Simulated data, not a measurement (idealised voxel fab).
Process module heading - voxel released beams
Pictured: cross-section cut, 290 nm wide, on a grid of 5 nm square cells.
For the purposes of this document, a cross-section shall be understood as a grid of square cells, specified as bands listed in top-to-bottom order, each band consisting of one or more rows of cells.
Heights first: top, then bottom, in nm. Then materials, left to right, each with a width in nm. "full width" on a single material: fills the band edge to edge. "empty": empty space.
For the purposes of this specification, 0 denotes the height below which the wafer in its as-received condition is composed wholly of one material, and the lowermost band, lacking a lower limit, extends downward without end, as expressed in "0 nm and below".
Quick explanation for "30 to 40": the width changes in equal steps down the rows of cells, from the first number in the band's top row to the second number in its bottom row.
What does "everything unchanged" mean for a step? It means no cell of the cross-section changed in that step.
If an empty space has no open way to the top and is at least 8 cells in size, "Fully sealed voids" lists it, written width x height at distance, where distance is measured from the left edge and every value is in nm.
Note: text after step settings on the step line = simulator remark on that step.
overlay nm, on a step with a mask: how far to the right of its planned place the mask lay; to the left if negative
# The planned process steps are enumerated hereunder
- 1: RECEIVE: material Si
- 2: CONFORMAL_DEP: material SiN, thk nm 10
- 3: DIRECTIONAL_DEP: material SiO2, thk nm 10
- 4: MASKED_ETCH: tone open, mask id ANCHOR, width nm 45, etch materials SiO2, depth nm 10, overlay nm 0
- 5: CONFORMAL_DEP: material polySi, thk nm 15
- 6: MASKED_ETCH: tone cover, mask id BEAM, width nm 90, etch materials polySi, depth nm 15, overlay nm 0
- 7: STRIP: etch materials SiO2
# Wafer at receipt (post step 1), cross-section
> 0 nm and below | Si full width
> Fully sealed voids: none
# Cross-sectional view of the first of the two wafers upon completion of the module, processed in accordance with the plan
> 35 nm to 25 nm | empty (95), polySi (20), empty (15), polySi (55), empty (105)
> 25 nm to 20 nm | empty (95), polySi (90), empty (105)
> 20 nm to 10 nm | empty (100), polySi (45), empty (145)
> 10 nm to 0 nm | SiN full width
> 0 nm and below | Si full width
> Fully sealed voids: none
# Cross-section at end of module for the second wafer of two, which matched the first in starting point and plan and differed by one mistake in its processing
> 35 nm to 25 nm | empty (95), polySi (30), empty (15), polySi (45), empty (105)
> 25 nm to 20 nm | empty (95), polySi (90), empty (105)
> 20 nm to 10 nm | empty (110), polySi (45), empty (135)
> 10 nm to 0 nm | SiN full width
> 0 nm and below | Si full width
> Fully sealed voids: none
Heads up, the wafer didn't run the way we planned it: the process deviated at step 4: the operation and settings actually run there were MASKED_ETCH: tone open, mask id ANCHOR, width nm 45, etch materials SiO2, depth nm 10, overlay nm 10
Tallied in cells, the final second wafer holds each material in the same quantity as the first, although not at the same places.
